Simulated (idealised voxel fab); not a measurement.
process module | voxel wiring stack
cross-section cut | 230 nm wide | cells 5 nm
A cross-section is a grid of square cells, given in bands from the top down. A band is one or more rows of cells.
Each band's line starts with the height of the band's top and of its bottom, in nm. Then come its materials from left to right, each with its width in nm. One material with "throughout" fills the band from edge to edge. "air" is empty space.
Height 0 is the level under which the wafer as received is all one material. The lowest band goes on downwards, as in "0 down".
A width such as "30 to 40" changes by the same amount from each row of cells to the next, from the band's top row to its bottom row.
"no change" after a step means that no cell of the cross-section changed.
closed voids: empty space of 8 cells or more with no open way to the top, each as width x height at its distance from the left edge, in nm
after a step's settings: what the simulator itself notes on the step
overlay nm, on a step with a mask: how far to the right of its planned place the mask lay; to the left if negative
plan
1 op RECEIVE | material Si
2 op CONFORMAL_DEP | material SiO2 | thk nm 10
3 op CONFORMAL_DEP | material SiCN | thk nm 5
4 op DIRECTIONAL_DEP | material SiO2 | thk nm 15
5 op MASKED_ETCH | tone open | mask id METAL_1 | width nm 20 | pitch nm 35 | etch materials SiO2 | depth nm 15 | overlay nm 0
6 op MASKED_ETCH | tone open | mask id METAL_1 | width nm 20 | pitch nm 35 | etch materials SiCN | depth nm 5 | overlay nm 0
7 op CONFORMAL_DEP | material TiN | thk nm 5
8 op FILL_DEP | material W | thk nm 5
9 op CMP | height nm 30
10 op EPI | material Ru | thk nm 5
11 op FILL_DEP | material SiCN | thk nm 5
12 op DIRECTIONAL_DEP | material lowk | thk nm 20
13 op MASKED_ETCH | tone open | mask id PLUG_1 | width nm 15 | pitch nm 35 | etch materials lowk | depth nm 20 | overlay nm 0
14 op MASKED_ETCH | tone open | mask id PLUG_1 | width nm 15 | pitch nm 35 | etch materials SiCN | depth nm 5 | overlay nm 0
15 op CONFORMAL_DEP | material TiN | thk nm 5
16 op FILL_DEP | material Cu | thk nm 10
17 op CMP | height nm 60
18 op DIRECTIONAL_DEP | material TiN | thk nm 5
19 op DIRECTIONAL_DEP | material W | thk nm 20
20 op PATTERN | tone cover | mask id METAL_2 | material resist | width nm 20 | pitch nm 35 | thk nm 15 | overlay nm 0
21 op DIRECTIONAL_ETCH | etch materials W | depth nm 20
22 op DIRECTIONAL_ETCH | etch materials TiN | depth nm 5
23 op STRIP | etch materials resist
24 op FILL_DEP | material lowk | thk nm 10
25 op CMP | height nm 85
26 op CONFORMAL_DEP | material SiCN | thk nm 5
27 op DIRECTIONAL_DEP | material SiO2 | thk nm 30
28 op DIRECTIONAL_DEP | material aC | thk nm 10
29 op PATTERN | tone open | mask id METAL_3_HOLES | material resist | width nm 15 | pitch nm 70 | thk nm 25 | overlay nm 0
30 op DIRECTIONAL_ETCH | etch materials aC | depth nm 10
31 op STRIP | etch materials resist
32 op DIRECTIONAL_ETCH | etch materials SiO2 | depth nm 30
33 op STRIP | etch materials aC
34 op PATTERN | tone open | mask id METAL_3 | material resist | width nm 20 | pitch nm 35 | thk nm 20 | overlay nm 0
35 op DIRECTIONAL_ETCH | etch materials SiO2 | depth nm 15
36 op DIRECTIONAL_ETCH | etch materials SiCN | depth nm 5
37 op STRIP | etch materials resist
38 op CONFORMAL_DEP | material TiN | thk nm 5
39 op FILL_DEP | material Cu | thk nm 5
40 op CMP | height nm 120
41 op CONFORMAL_DEP | material SiCN | thk nm 5
as received, after step 1
  0 down: Si throughout
  closed voids: none
first wafer at the end, as planned
  125 to 120: SiCN throughout
  120 to 110: SiO2 50 | TiN 5 | Cu 10 | TiN 5 | SiO2 15 | TiN 5 | Cu 10 | TiN 5 | SiO2 15 | TiN 5 | Cu 10 | TiN 5 | SiO2 15 | TiN 5 | Cu 10 | TiN 5 | SiO2 55
  110 to 105: SiO2 50 | TiN 5 | Cu 5 | TiN 10 | SiO2 15 | TiN 20 | SiO2 15 | TiN 5 | Cu 5 | TiN 10 | SiO2 15 | TiN 20 | SiO2 55
  105 to 90: SiO2 50 | TiN 5 | Cu 5 | TiN 5 | SiO2 55 | TiN 5 | Cu 5 | TiN 5 | SiO2 95
  90 to 85: SiCN 50 | TiN 15 | SiCN 55 | TiN 15 | SiCN 95
  85 to 65: lowk 50 | W 20 | lowk 15 | W 20 | lowk 15 | W 20 | lowk 15 | W 20 | lowk 55
  65 to 60: lowk 50 | TiN 20 | lowk 15 | TiN 20 | lowk 15 | TiN 20 | lowk 15 | TiN 20 | lowk 55
  60 to 40: lowk 50 | TiN 5 | Cu 5 | TiN 5 | lowk 20 | TiN 5 | Cu 5 | TiN 5 | lowk 20 | TiN 5 | Cu 5 | TiN 5 | lowk 20 | TiN 5 | Cu 5 | TiN 5 | lowk 60
  40 to 35: SiCN 50 | TiN 15 | SiCN 20 | TiN 15 | SiCN 20 | TiN 15 | SiCN 20 | TiN 15 | SiCN 60
  35 to 30: SiCN 45 | Ru 30 | SiCN 5 | Ru 30 | SiCN 5 | Ru 30 | SiCN 5 | Ru 30 | SiCN 50
  30 to 15: SiO2 50 | TiN 5 | W 10 | TiN 5 | SiO2 15 | TiN 5 | W 10 | TiN 5 | SiO2 15 | TiN 5 | W 10 | TiN 5 | SiO2 15 | TiN 5 | W 10 | TiN 5 | SiO2 55
  15 to 10: SiCN 50 | TiN 20 | SiCN 15 | TiN 20 | SiCN 15 | TiN 20 | SiCN 15 | TiN 20 | SiCN 55
  10 to 0: SiO2 throughout
  0 down: Si throughout
  closed voids: none
second wafer at the end: like start, like plan, one mistake
  115 to 110: SiCN throughout
  110 to 105: SiO2 50 | TiN 5 | Cu 5 | TiN 10 | SiO2 15 | TiN 20 | SiO2 15 | TiN 5 | Cu 5 | TiN 10 | SiO2 15 | TiN 20 | SiO2 55
  105 to 90: SiO2 50 | TiN 5 | Cu 5 | TiN 5 | SiO2 55 | TiN 5 | Cu 5 | TiN 5 | SiO2 95
  90 to 85: SiCN 50 | TiN 15 | SiCN 55 | TiN 15 | SiCN 95
  85 to 65: lowk 50 | W 20 | lowk 15 | W 20 | lowk 15 | W 20 | lowk 15 | W 20 | lowk 55
  65 to 60: lowk 50 | TiN 20 | lowk 15 | TiN 20 | lowk 15 | TiN 20 | lowk 15 | TiN 20 | lowk 55
  60 to 40: lowk 50 | TiN 5 | Cu 5 | TiN 5 | lowk 20 | TiN 5 | Cu 5 | TiN 5 | lowk 20 | TiN 5 | Cu 5 | TiN 5 | lowk 20 | TiN 5 | Cu 5 | TiN 5 | lowk 60
  40 to 35: SiCN 50 | TiN 15 | SiCN 20 | TiN 15 | SiCN 20 | TiN 15 | SiCN 20 | TiN 15 | SiCN 60
  35 to 30: SiCN 45 | Ru 30 | SiCN 5 | Ru 30 | SiCN 5 | Ru 30 | SiCN 5 | Ru 30 | SiCN 50
  30 to 15: SiO2 50 | TiN 5 | W 10 | TiN 5 | SiO2 15 | TiN 5 | W 10 | TiN 5 | SiO2 15 | TiN 5 | W 10 | TiN 5 | SiO2 15 | TiN 5 | W 10 | TiN 5 | SiO2 55
  15 to 10: SiCN 50 | TiN 20 | SiCN 15 | TiN 20 | SiCN 15 | TiN 20 | SiCN 15 | TiN 20 | SiCN 55
  10 to 0: SiO2 throughout
  0 down: Si throughout
  closed voids: none
what went wrong: step 40 ran as: op CMP | height nm 110
at the end the second wafer has, in cells: 16 fewer of Cu | 60 fewer of SiO2 | 16 fewer of TiN
